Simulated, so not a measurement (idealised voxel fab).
process module | voxel self aligned vias
cross-section cut | 255 nm wide | cells 5 nm
A cross-section is a grid of square cells, given in bands from the top down. A band is one or more rows of cells.
Each band's line starts with the height of the band's top and of its bottom, in nm. Then come its materials from left to right, each with its width in nm. One material with "throughout" fills the band from edge to edge. "air" is empty space.
Height 0 is the level under which the wafer as received is all one material. The lowest band goes on downwards, as in "0 down".
A width such as "30 to 40" changes by the same amount from each row of cells to the next, from the band's top row to its bottom row.
"no change" after a step means that no cell of the cross-section changed.
closed voids: empty space of 8 cells or more with no open way to the top, each as width x height at its distance from the left edge, in nm
after a step's settings: what the simulator itself notes on the step
overlay nm, on a step with a mask: how far to the right of its planned place the mask lay; to the left if negative
plan
1 op RECEIVE | material Si
2 op CONFORMAL_DEP | material SiO2 | thk nm 10
3 op CONFORMAL_DEP | material SiCN | thk nm 5
4 op DIRECTIONAL_DEP | material lowk | thk nm 20
5 op MASKED_ETCH | tone open | mask id LINES | width nm 20 | pitch nm 55 | etch materials lowk | depth nm 20 | overlay nm 0
6 op CONFORMAL_DEP | material TiN | thk nm 5
7 op FILL_DEP | material W | thk nm 5
8 op CMP | height nm 35
9 op SELECTIVE_ETCH | etch materials W Ru TiN | depth nm 5
10 op FILL_DEP | material SiN | thk nm 10
11 op CMP | height nm 35
12 op DIRECTIONAL_DEP | material lowk | thk nm 20
13 op PATTERN | tone open | mask id VIAS | material resist | width nm 40 | pitch nm 55 | thk nm 20 | overlay nm 0
14 op DIRECTIONAL_ETCH | etch materials lowk | depth nm 20
15 op DIRECTIONAL_ETCH | etch materials SiN | depth nm 5
16 op STRIP | etch materials resist
17 op CONFORMAL_DEP | material TiN | thk nm 5
18 op FILL_DEP | material Ru | thk nm 10
19 op CMP | height nm 55
20 op CONFORMAL_DEP | material SiCN | thk nm 5
first wafer, as planned
as received, after step 1
  0 down: Si throughout
  closed voids: none
after step 2
  10 to 0: SiO2 throughout
  below 0: unchanged
after step 3
  15 to 10: SiCN throughout
  below 10: unchanged
after step 4
  35 to 15: lowk throughout
  below 15: unchanged
after step 5
  35 to 15: lowk 60 | air 20 | lowk 35 | air 20 | lowk 35 | air 20 | lowk 65
  below 15: unchanged
after step 6
  40 to 35: TiN 65 | air 10 | TiN 45 | air 10 | TiN 45 | air 10 | TiN 70
  35 to 20: lowk 60 | TiN 5 | air 10 | TiN 5 | lowk 35 | TiN 5 | air 10 | TiN 5 | lowk 35 | TiN 5 | air 10 | TiN 5 | lowk 65
  20 to 15: lowk 60 | TiN 20 | lowk 35 | TiN 20 | lowk 35 | TiN 20 | lowk 65
  below 15: unchanged
after step 7
  45 to 40: W throughout
  40 to 35: TiN 65 | W 10 | TiN 45 | W 10 | TiN 45 | W 10 | TiN 70
  35 to 20: lowk 60 | TiN 5 | W 10 | TiN 5 | lowk 35 | TiN 5 | W 10 | TiN 5 | lowk 35 | TiN 5 | W 10 | TiN 5 | lowk 65
  below 20: unchanged
after step 8
  35 to 20: lowk 60 | TiN 5 | W 10 | TiN 5 | lowk 35 | TiN 5 | W 10 | TiN 5 | lowk 35 | TiN 5 | W 10 | TiN 5 | lowk 65
  below 20: unchanged
after step 9
  35 to 30: lowk 60 | air 20 | lowk 35 | air 20 | lowk 35 | air 20 | lowk 65
  below 30: unchanged
after step 10
  45 to 35: SiN throughout
  35 to 30: lowk 60 | SiN 20 | lowk 35 | SiN 20 | lowk 35 | SiN 20 | lowk 65
  below 30: unchanged
after step 11
  35 to 30: lowk 60 | SiN 20 | lowk 35 | SiN 20 | lowk 35 | SiN 20 | lowk 65
  below 30: unchanged
after step 12
  55 to 35: lowk throughout
  below 35: unchanged
after step 13
  75 to 55: resist 50 | air 40 | resist 15 | air 40 | resist 15 | air 40 | resist 55
  below 55: unchanged
after step 14
  75 to 55: resist 50 | air 40 | resist 15 | air 40 | resist 15 | air 40 | resist 55
  55 to 35: lowk 50 | air 40 | lowk 15 | air 40 | lowk 15 | air 40 | lowk 55
  below 35: unchanged
after step 15
  75 to 55: resist 50 | air 40 | resist 15 | air 40 | resist 15 | air 40 | resist 55
  55 to 35: lowk 50 | air 40 | lowk 15 | air 40 | lowk 15 | air 40 | lowk 55
  35 to 30: lowk 60 | air 20 | lowk 35 | air 20 | lowk 35 | air 20 | lowk 65
  below 30: unchanged
after step 16
  55 to 35: lowk 50 | air 40 | lowk 15 | air 40 | lowk 15 | air 40 | lowk 55
  below 35: unchanged
after step 17
  60 to 55: TiN 55 | air 30 | TiN 25 | air 30 | TiN 25 | air 30 | TiN 60
  55 to 40: lowk 50 | TiN 5 | air 30 | TiN 5 | lowk 15 | TiN 5 | air 30 | TiN 5 | lowk 15 | TiN 5 | air 30 | TiN 5 | lowk 55
  40 to 35: lowk 50 | TiN 15 | air 10 | TiN 15 | lowk 15 | TiN 15 | air 10 | TiN 15 | lowk 15 | TiN 15 | air 10 | TiN 15 | lowk 55
  35 to 30: lowk 60 | TiN 20 | lowk 35 | TiN 20 | lowk 35 | TiN 20 | lowk 65
  below 30: unchanged
after step 18
  70 to 60: Ru throughout
  60 to 55: TiN 55 | Ru 30 | TiN 25 | Ru 30 | TiN 25 | Ru 30 | TiN 60
  55 to 40: lowk 50 | TiN 5 | Ru 30 | TiN 5 | lowk 15 | TiN 5 | Ru 30 | TiN 5 | lowk 15 | TiN 5 | Ru 30 | TiN 5 | lowk 55
  40 to 35: lowk 50 | TiN 15 | Ru 10 | TiN 15 | lowk 15 | TiN 15 | Ru 10 | TiN 15 | lowk 15 | TiN 15 | Ru 10 | TiN 15 | lowk 55
  below 35: unchanged
after step 19
  55 to 40: lowk 50 | TiN 5 | Ru 30 | TiN 5 | lowk 15 | TiN 5 | Ru 30 | TiN 5 | lowk 15 | TiN 5 | Ru 30 | TiN 5 | lowk 55
  below 40: unchanged
after step 20
  60 to 55: SiCN throughout
  below 55: unchanged
second wafer: like start, like plan, one mistake. Through step 4 it matches the first wafer
when step 5 should have ended
  35 to 15: lowk 70 | air 20 | lowk 35 | air 20 | lowk 35 | air 20 | lowk 55
  below 15: unchanged
when step 6 should have ended
  40 to 35: TiN 75 | air 10 | TiN 45 | air 10 | TiN 45 | air 10 | TiN 60
  35 to 20: lowk 70 | TiN 5 | air 10 | TiN 5 | lowk 35 | TiN 5 | air 10 | TiN 5 | lowk 35 | TiN 5 | air 10 | TiN 5 | lowk 55
  20 to 15: lowk 70 | TiN 20 | lowk 35 | TiN 20 | lowk 35 | TiN 20 | lowk 55
  below 15: unchanged
when step 7 should have ended
  45 to 40: W throughout
  40 to 35: TiN 75 | W 10 | TiN 45 | W 10 | TiN 45 | W 10 | TiN 60
  35 to 20: lowk 70 | TiN 5 | W 10 | TiN 5 | lowk 35 | TiN 5 | W 10 | TiN 5 | lowk 35 | TiN 5 | W 10 | TiN 5 | lowk 55
  below 20: unchanged
when step 8 should have ended
  35 to 20: lowk 70 | TiN 5 | W 10 | TiN 5 | lowk 35 | TiN 5 | W 10 | TiN 5 | lowk 35 | TiN 5 | W 10 | TiN 5 | lowk 55
  below 20: unchanged
when step 9 should have ended
  35 to 30: lowk 70 | air 20 | lowk 35 | air 20 | lowk 35 | air 20 | lowk 55
  below 30: unchanged
when step 10 should have ended
  45 to 35: SiN throughout
  35 to 30: lowk 70 | SiN 20 | lowk 35 | SiN 20 | lowk 35 | SiN 20 | lowk 55
  below 30: unchanged
when step 11 should have ended
  35 to 30: lowk 70 | SiN 20 | lowk 35 | SiN 20 | lowk 35 | SiN 20 | lowk 55
  below 30: unchanged
when step 12 should have ended
  55 to 35: lowk throughout
  below 35: unchanged
when step 13 should have ended
  75 to 55: resist 50 | air 40 | resist 15 | air 40 | resist 15 | air 40 | resist 55
  below 55: unchanged
when step 14 should have ended
  75 to 55: resist 50 | air 40 | resist 15 | air 40 | resist 15 | air 40 | resist 55
  55 to 35: lowk 50 | air 40 | lowk 15 | air 40 | lowk 15 | air 40 | lowk 55
  below 35: unchanged
when step 15 should have ended
  75 to 55: resist 50 | air 40 | resist 15 | air 40 | resist 15 | air 40 | resist 55
  55 to 35: lowk 50 | air 40 | lowk 15 | air 40 | lowk 15 | air 40 | lowk 55
  35 to 30: lowk 70 | air 20 | lowk 35 | air 20 | lowk 35 | air 20 | lowk 55
  below 30: unchanged
when step 16 should have ended
  55 to 35: lowk 50 | air 40 | lowk 15 | air 40 | lowk 15 | air 40 | lowk 55
  below 35: unchanged
when step 17 should have ended
  60 to 55: TiN 55 | air 30 | TiN 25 | air 30 | TiN 25 | air 30 | TiN 60
  55 to 40: lowk 50 | TiN 5 | air 30 | TiN 5 | lowk 15 | TiN 5 | air 30 | TiN 5 | lowk 15 | TiN 5 | air 30 | TiN 5 | lowk 55
  40 to 35: lowk 50 | TiN 25 | air 10 | TiN 5 | lowk 15 | TiN 25 | air 10 | TiN 5 | lowk 15 | TiN 25 | air 10 | TiN 5 | lowk 55
  35 to 30: lowk 70 | TiN 20 | lowk 35 | TiN 20 | lowk 35 | TiN 20 | lowk 55
  below 30: unchanged
when step 18 should have ended
  70 to 60: Ru throughout
  60 to 55: TiN 55 | Ru 30 | TiN 25 | Ru 30 | TiN 25 | Ru 30 | TiN 60
  55 to 40: lowk 50 | TiN 5 | Ru 30 | TiN 5 | lowk 15 | TiN 5 | Ru 30 | TiN 5 | lowk 15 | TiN 5 | Ru 30 | TiN 5 | lowk 55
  40 to 35: lowk 50 | TiN 25 | Ru 10 | TiN 5 | lowk 15 | TiN 25 | Ru 10 | TiN 5 | lowk 15 | TiN 25 | Ru 10 | TiN 5 | lowk 55
  below 35: unchanged
when step 19 should have ended
  55 to 40: lowk 50 | TiN 5 | Ru 30 | TiN 5 | lowk 15 | TiN 5 | Ru 30 | TiN 5 | lowk 15 | TiN 5 | Ru 30 | TiN 5 | lowk 55
  below 40: unchanged
when step 20 should have ended
  60 to 55: SiCN throughout
  below 55: unchanged
what went wrong: step 5 ran as: op MASKED_ETCH | tone open | mask id LINES | width nm 20 | pitch nm 55 | etch materials lowk | depth nm 20 | overlay nm 10
at the end the second wafer has, in cells: as many of each material as the first, in other places
